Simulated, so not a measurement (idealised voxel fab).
Title: Process Module voxel air gaps
Cross-sectional view cut (width: 210 nm; square cell size: 5 nm).
Heads up, the way a cross-section reads in here is a grid of square cells, handed over as bands from the top down, with every band being one or more rows of cells.
Look at the band entry: it leads with the top's height and the bottom's height in nm. Then it lists the materials left to right, with a width in nm for each. The word "all across" on a single material says that material fills the band edge to edge. The word "air" is empty space.
Heights from 0 (as-received wafer is one material below). Bottom band endless downward, as "0..down".
Width "30..40": first value at the band's top row of cells, second value at its bottom row, equal change from row to row.
Given "nothing altered" for a step, no cell of the cross-section differs between before and after that step.
Each empty space that has no open way to the top and spans at least 8 cells appears under "Enclosed void catalog" as width x height at distance, the distance counted from the left edge, all in nm.
On a step's line, text after the settings is the simulator commenting on that step.
overlay nm: how far to the right of its planned place the mask lay on this masked step (negative: to the left).

The steps planned for the process are as follows
step 1: op RECEIVE | material Si
step 2: op CONFORMAL_DEP | material SiO2 | thk nm 15
step 3: op CONFORMAL_DEP | material SiCN | thk nm 5
step 4: op DIRECTIONAL_DEP | material SiO2 | thk nm 30
step 5: op DIRECTIONAL_DEP | material aC | thk nm 10
step 6: op PATTERN | tone open | mask id LINES | material resist | width nm 20 | pitch nm 50 | thk nm 30 | overlay nm -5
step 7: op DIRECTIONAL_ETCH | etch materials aC | depth nm 10
step 8: op STRIP | etch materials resist
step 9: op DIRECTIONAL_ETCH | etch materials SiO2 | depth nm 30
step 10: op STRIP | etch materials aC
step 11: op CONFORMAL_DEP | material TiN | thk nm 5
step 12: op FILL_DEP | material W | thk nm 5
step 13: op CMP | height nm 50
step 14: op EPI | material Ru | thk nm 10
step 15: op SELECTIVE_ETCH | etch materials SiO2 | depth nm 40
step 16: op CONFORMAL_DEP | material SiCN | thk nm 5
For this document, wafers share an identical start and vary in the step 6 overlay nm; the plan quotes the first wafer's value.

Step 1 complete: as-received cross-section of the first of several wafers
    0..down = Si all across
    Enclosed void catalog: none

Quick look at the cross-section of the first of several wafers after step 16, which wraps up the module
    65..60 = 200 nm SiCN, 10 nm air
    60..50 = 5 nm SiCN, 40 nm Ru, 10 nm SiCN, 40 nm Ru, 10 nm SiCN, 40 nm Ru, 10 nm SiCN, 40 nm Ru, 5 nm SiCN, 10 nm air
    50..45 = 15 nm SiCN, 5 nm TiN, 10 nm W, 5 nm TiN, 30 nm SiCN, 5 nm TiN, 10 nm W, 5 nm TiN, 30 nm SiCN, 5 nm TiN, 10 nm W, 5 nm TiN, 30 nm SiCN, 5 nm TiN, 10 nm W, 5 nm TiN, 15 nm SiCN, 10 nm air
    45..25 = 10 nm air, 5 nm SiCN, 5 nm TiN, 10 nm W, 5 nm TiN, 5 nm SiCN, 20 nm air, 5 nm SiCN, 5 nm TiN, 10 nm W, 5 nm TiN, 5 nm SiCN, 20 nm air, 5 nm SiCN, 5 nm TiN, 10 nm W, 5 nm TiN, 5 nm SiCN, 20 nm air, 5 nm SiCN, 5 nm TiN, 10 nm W, 5 nm TiN, 5 nm SiCN, 20 nm air
    25..20 = 15 nm SiCN, 20 nm TiN, 30 nm SiCN, 20 nm TiN, 30 nm SiCN, 20 nm TiN, 30 nm SiCN, 20 nm TiN, 25 nm SiCN
    20..15 = SiCN all across
    15..0 = SiO2 all across
    0..down = Si all across
    Enclosed void catalog: 10 x 20 at 0; 20 x 20 at 40; 20 x 20 at 90; 20 x 20 at 140

End of module: cross-section, last of several wafers
    65..60 = 10 nm air, 200 nm SiCN
    60..50 = 10 nm air, 5 nm SiCN, 40 nm Ru, 10 nm SiCN, 40 nm Ru, 10 nm SiCN, 40 nm Ru, 10 nm SiCN, 40 nm Ru, 5 nm SiCN
    50..45 = 10 nm air, 15 nm SiCN, 5 nm TiN, 10 nm W, 5 nm TiN, 30 nm SiCN, 5 nm TiN, 10 nm W, 5 nm TiN, 30 nm SiCN, 5 nm TiN, 10 nm W, 5 nm TiN, 30 nm SiCN, 5 nm TiN, 10 nm W, 5 nm TiN, 15 nm SiCN
    45..25 = 20 nm air, 5 nm SiCN, 5 nm TiN, 10 nm W, 5 nm TiN, 5 nm SiCN, 20 nm air, 5 nm SiCN, 5 nm TiN, 10 nm W, 5 nm TiN, 5 nm SiCN, 20 nm air, 5 nm SiCN, 5 nm TiN, 10 nm W, 5 nm TiN, 5 nm SiCN, 20 nm air, 5 nm SiCN, 5 nm TiN, 10 nm W, 5 nm TiN, 5 nm SiCN, 10 nm air
    25..20 = 25 nm SiCN, 20 nm TiN, 30 nm SiCN, 20 nm TiN, 30 nm SiCN, 20 nm TiN, 30 nm SiCN, 20 nm TiN, 15 nm SiCN
    20..15 = SiCN all across
    15..0 = SiO2 all across
    0..down = Si all across
    Enclosed void catalog: 20 x 20 at 50; 20 x 20 at 100; 20 x 20 at 150; 10 x 20 at 200

Take any row and you have a wafer at the end of the module: how many cells of each material it has gained (+) or lost (-) since it was received, and then its closed voids
overlay nm -5; +64 Ru; +180 SiCN; +126 SiO2; +56 TiN; +40 W; Enclosed void catalog: 10 x 20 at 0; 20 x 20 at 40; 20 x 20 at 90; 20 x 20 at 140
overlay nm 0; +64 Ru; +180 SiCN; +126 SiO2; +56 TiN; +40 W; Enclosed void catalog: 20 x 20 at 45; 20 x 20 at 95; 20 x 20 at 145
overlay nm 5; +64 Ru; +180 SiCN; +126 SiO2; +56 TiN; +40 W; Enclosed void catalog: 20 x 20 at 50; 20 x 20 at 100; 20 x 20 at 150; 10 x 20 at 200
